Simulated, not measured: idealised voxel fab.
Presented below is a process module, voxel self aligned vias.
The width of the displayed cross-section, cut, is 160 nm; its cells are square, with a size of 5 nm.
In this document a cross-section is written as a grid of square cells. It is given as a series of bands, listed from the top down, and a band is one or more rows of cells.
Band: top and bottom heights (nm) first, top before bottom; then materials from left to right, widths in nm. "everywhere" marks a sole material filling the band edge to edge. "blank" denotes empty space.
We count height from 0. Below that, the starting wafer is all one material. The lowest band never ends at the bottom but goes on down; see "from 0 down" for how that is written.
Per-row width for "30->40": begins at first number (top row of band), ends at second number (bottom row), increment between rows held constant.
"remains unaltered" after a step means that no cell of the cross-section changed.
You'll see "Enclosed cavities" listing empty spaces that have no way open to the top, as long as they're 8 cells or more; the notation is width x height at distance, where the distance is from the left edge, and all of it is in nm.
Post-settings text on a step line: simulator's own remark regarding the step.
The "overlay nm" setting may appear on a step's line; for a step that uses a mask, it gives how far to the right of its planned position the mask lay, and a negative value indicates the left.
Steps in the process plan
1,RECEIVE (material Si)
2,CONFORMAL_DEP (material SiO2; thk nm 10)
3,CONFORMAL_DEP (material SiCN; thk nm 5)
4,DIRECTIONAL_DEP (material SiO2; thk nm 25)
5,PATTERN (tone open; mask id LINES; material resist; width nm 30; pitch nm 70; thk nm 20; overlay nm 0)
6,DIRECTIONAL_ETCH (etch materials SiO2; depth nm 25)
7,STRIP (etch materials resist)
8,CONFORMAL_DEP (material TiN; thk nm 5)
9,FILL_DEP (material W; thk nm 10)
10,CMP (height nm 40)
11,SELECTIVE_ETCH (etch materials W Ru TiN; depth nm 10)
12,FILL_DEP (material SiN; thk nm 5)
13,CMP (height nm 40)
14,DIRECTIONAL_DEP (material SiO2; thk nm 15)
15,DIRECTIONAL_DEP (material aC; thk nm 10)
16,PATTERN (tone open; mask id VIAS; material resist; width nm 40; thk nm 30; overlay nm 0)
17,DIRECTIONAL_ETCH (etch materials aC; depth nm 10)
18,STRIP (etch materials resist)
19,DIRECTIONAL_ETCH (etch materials SiO2; depth nm 15)
20,DIRECTIONAL_ETCH (etch materials SiN; depth nm 10)
21,STRIP (etch materials aC)
22,CONFORMAL_DEP (material TiN; thk nm 5)
23,FILL_DEP (material Cu; thk nm 10)
24,CMP (height nm 55)
25,CONFORMAL_DEP (material SiCN; thk nm 5)
As received (post step 1): cross-section
  from 0 down  Si everywhere
  Enclosed cavities: none
Below is the wafer in cross-section after the module was completed. It began from the starting point shown above and followed the plan shown above, except that one mistake was made while running it
  from 60 to 55  SiCN everywhere
  from 55 to 45  25 of SiO2 / 5 of TiN / 30 of Cu / 5 of TiN / 95 of SiO2
  from 45 to 40  25 of SiO2 / 5 of TiN / 15 of Cu / 20 of TiN / 95 of SiO2
  from 40 to 35  20 of SiO2 / 5 of SiN / 5 of TiN / 15 of Cu / 5 of TiN / 40 of SiO2 / 30 of SiN / 40 of SiO2
  from 35 to 30  20 of SiO2 / 5 of SiN / 25 of TiN / 40 of SiO2 / 30 of SiN / 40 of SiO2
  from 30 to 20  20 of SiO2 / 5 of TiN / 20 of W / 5 of TiN / 40 of SiO2 / 5 of TiN / 20 of W / 5 of TiN / 40 of SiO2
  from 20 to 15  20 of SiO2 / 30 of TiN / 40 of SiO2 / 30 of TiN / 40 of SiO2
  from 15 to 10  SiCN everywhere
  from 10 to 0  SiO2 everywhere
  from 0 down  Si everywhere
  Enclosed cavities: none
Run error: rather than as planned, step 5 actually ran as PATTERN (tone open; mask id LINES; material resist; width nm 30; pitch nm 70; thk nm 20; overlay nm -10)
